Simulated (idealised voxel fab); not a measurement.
process module | voxel capacitor over wiring
cross-section cut | 155 nm wide | cells 5 nm
A cross-section is a grid of square cells, given in bands from the top down. A band is one or more rows of cells.
Each band's line starts with the height of the band's top and of its bottom, in nm. Then come its materials from left to right, each with its width in nm. One material with "throughout" fills the band from edge to edge. "air" is empty space.
Height 0 is the level under which the wafer as received is all one material. The lowest band goes on downwards, as in "0 down".
A width such as "30 to 40" changes by the same amount from each row of cells to the next, from the band's top row to its bottom row.
"no change" after a step means that no cell of the cross-section changed.
closed voids: empty space of 8 cells or more with no open way to the top, each as width x height at its distance from the left edge, in nm
after a step's settings: what the simulator itself notes on the step
overlay nm, on a step with a mask: how far to the right of its planned place the mask lay; to the left if negative
plan
1 op RECEIVE | material Si
2 op CONFORMAL_DEP | material SiO2 | thk nm 15
3 op DIRECTIONAL_DEP | material TiN | thk nm 5
4 op DIRECTIONAL_DEP | material Ru | thk nm 15
5 op MASKED_ETCH | tone cover | mask id METAL_1 | width nm 25 | pitch nm 85 | etch materials Ru | depth nm 15 | overlay nm 0
6 op MASKED_ETCH | tone cover | mask id METAL_1 | width nm 25 | pitch nm 85 | etch materials TiN | depth nm 5 | overlay nm 0
7 op CONFORMAL_DEP | material SiN | thk nm 5
8 op FILL_DEP | material SiO2 | thk nm 5
9 op CMP | height nm 35
10 op CONFORMAL_DEP | material SiCN | thk nm 5
11 op DIRECTIONAL_DEP | material lowk | thk nm 20
12 op MASKED_ETCH | tone open | mask id PLUG_1 | width nm 15 | etch materials lowk | depth nm 20 | overlay nm 0
13 op MASKED_ETCH | tone open | mask id PLUG_1 | width nm 15 | etch materials SiCN | depth nm 5 | overlay nm 0
14 op EPI | material Ru | thk nm 10
15 op EPI | material Ru | thk nm 10
16 op EPI | material Ru | thk nm 5
17 op DIRECTIONAL_DEP | material TiN | thk nm 5
18 op DIRECTIONAL_DEP | material SiN | thk nm 5
19 op DIRECTIONAL_DEP | material TiN | thk nm 5
20 op MASKED_ETCH | tone cover | mask id UPPER_PLATE | width nm 65 | etch materials TiN | depth nm 5 | overlay nm 0
21 op MASKED_ETCH | tone cover | mask id UPPER_PLATE | width nm 65 | etch materials SiN | depth nm 5 | overlay nm 0
22 op PATTERN | tone cover | mask id LOWER_PLATE | material resist | width nm 75 | thk nm 20 | overlay nm 0
23 op DIRECTIONAL_ETCH | etch materials TiN | depth nm 5
24 op STRIP | etch materials resist
25 op FILL_DEP | material SiO2 | thk nm 20
26 op CMP | height nm 90
27 op PATTERN | tone open | mask id PLUG_2 | material resist | width nm 15 | thk nm 20 | overlay nm 0
28 op DIRECTIONAL_ETCH | etch materials SiO2 | depth nm 15
29 op STRIP | etch materials resist
30 op CONFORMAL_DEP | material TiN | thk nm 5
31 op FILL_DEP | material W | thk nm 10
32 op CMP | height nm 90
33 op CONFORMAL_DEP | material SiN | thk nm 5
as received, after step 1
  0 down: Si throughout
  closed voids: none
a wafer at the end: this start, this plan, one mistake
  95 to 90: SiN throughout
  90 to 80: SiO2 40 | TiN 5 | W 5 | TiN 5 | SiO2 100
  80 to 70: SiO2 40 to 45 | TiN 15 to 50 | SiO2 100 to 60
  70 to 65: SiO2 45 | SiN 50 | SiO2 60
  65 to 60: SiO2 25 | TiN 5 | SiO2 15 | TiN 55 | SiO2 55
  60 to 50: lowk 30 | SiO2 15 | lowk 110
  50 to 45: lowk 30 | TiN 15 | lowk 110
  45 to 40: lowk 30 | SiN 15 | lowk 110
  40 to 35: SiCN 30 | TiN 15 | SiCN 110
  35 to 30: SiO2 15 | SiN 35 | SiO2 50 | SiN 35 | SiO2 20
  30 to 20: SiO2 15 | SiN 5 | Ru 25 | SiN 5 | SiO2 50 | SiN 5 | Ru 25 | SiN 5 | SiO2 20
  20 to 15: SiN 20 | Ru 25 | SiN 60 | Ru 25 | SiN 25
  15 to 0: SiO2 throughout
  0 down: Si throughout
  closed voids: none
what went wrong: step 3 was left out
